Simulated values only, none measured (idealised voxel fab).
process module | voxel self aligned contacts
cross-section cut | 300 nm wide | cells 5 nm
A cross-section is a grid of square cells, given in bands from the top down. A band is one or more rows of cells.
Each band's line starts with the height of the band's top and of its bottom, in nm. Then come its materials from left to right, each with its width in nm. One material with "throughout" fills the band from edge to edge. "air" is empty space.
Height 0 is the level under which the wafer as received is all one material. The lowest band goes on downwards, as in "0 down".
A width such as "30 to 40" changes by the same amount from each row of cells to the next, from the band's top row to its bottom row.
"no change" after a step means that no cell of the cross-section changed.
closed voids: empty space of 8 cells or more with no open way to the top, each as width x height at its distance from the left edge, in nm
after a step's settings: what the simulator itself notes on the step
overlay nm, on a step with a mask: how far to the right of its planned place the mask lay; to the left if negative
plan
1 op RECEIVE | material Si
2 op CONFORMAL_DEP | material SiO2 | thk nm 5
3 op DIRECTIONAL_DEP | material polySi | thk nm 20
4 op DIRECTIONAL_DEP | material SiN | thk nm 25
5 op MASKED_ETCH | tone cover | mask id GATE | width nm 30 | pitch nm 75 | etch materials SiN | depth nm 25 | overlay nm -15
6 op MASKED_ETCH | tone cover | mask id GATE | width nm 30 | pitch nm 75 | etch materials polySi | depth nm 20 | overlay nm 0
7 op CONFORMAL_DEP | material SiN | thk nm 10
8 op DIRECTIONAL_ETCH | etch materials SiN | depth nm 10
9 op FILL_DEP | material SiO2 | thk nm 15
10 op CMP | height nm 60
11 op DIRECTIONAL_DEP | material aC | thk nm 15
12 op PATTERN | tone open | mask id CONTACT | material resist | width nm 55 | thk nm 30 | overlay nm 0
13 op DIRECTIONAL_ETCH | etch materials aC | depth nm 15
14 op STRIP | etch materials resist
15 op DIRECTIONAL_ETCH | etch materials SiO2 | depth nm 60
16 op STRIP | etch materials aC
17 op CONFORMAL_DEP | material TiN | thk nm 5
18 op FILL_DEP | material W | thk nm 10
19 op CMP | height nm 60
20 op CONFORMAL_DEP | material SiN | thk nm 5
varied across the wafers: overlay nm of step 5. The plan shows the first wafer's value. All wafers start alike
first wafer as received, after step 1
  0 down: Si throughout
  closed voids: none
each wafer at the end: cells of each material gained (+) or lost (-) since it was received, then its closed voids
overlay nm -15 | +192 SiN | +459 SiO2 | +33 TiN | +24 W | +72 polySi | closed voids: none
overlay nm -10 | +192 SiN | +462 SiO2 | +33 TiN | +29 W | +64 polySi | closed voids: none
overlay nm -5 | +192 SiN | +465 SiO2 | +33 TiN | +34 W | +56 polySi | closed voids: none
overlay nm 0 | +192 SiN | +468 SiO2 | +33 TiN | +39 W | +48 polySi | closed voids: none
overlay nm 5 | +192 SiN | +465 SiO2 | +33 TiN | +34 W | +56 polySi | closed voids: none
overlay nm 10 | +192 SiN | +462 SiO2 | +33 TiN | +29 W | +64 polySi | closed voids: none
overlay nm 15 | +192 SiN | +459 SiO2 | +33 TiN | +24 W | +72 polySi | closed voids: none
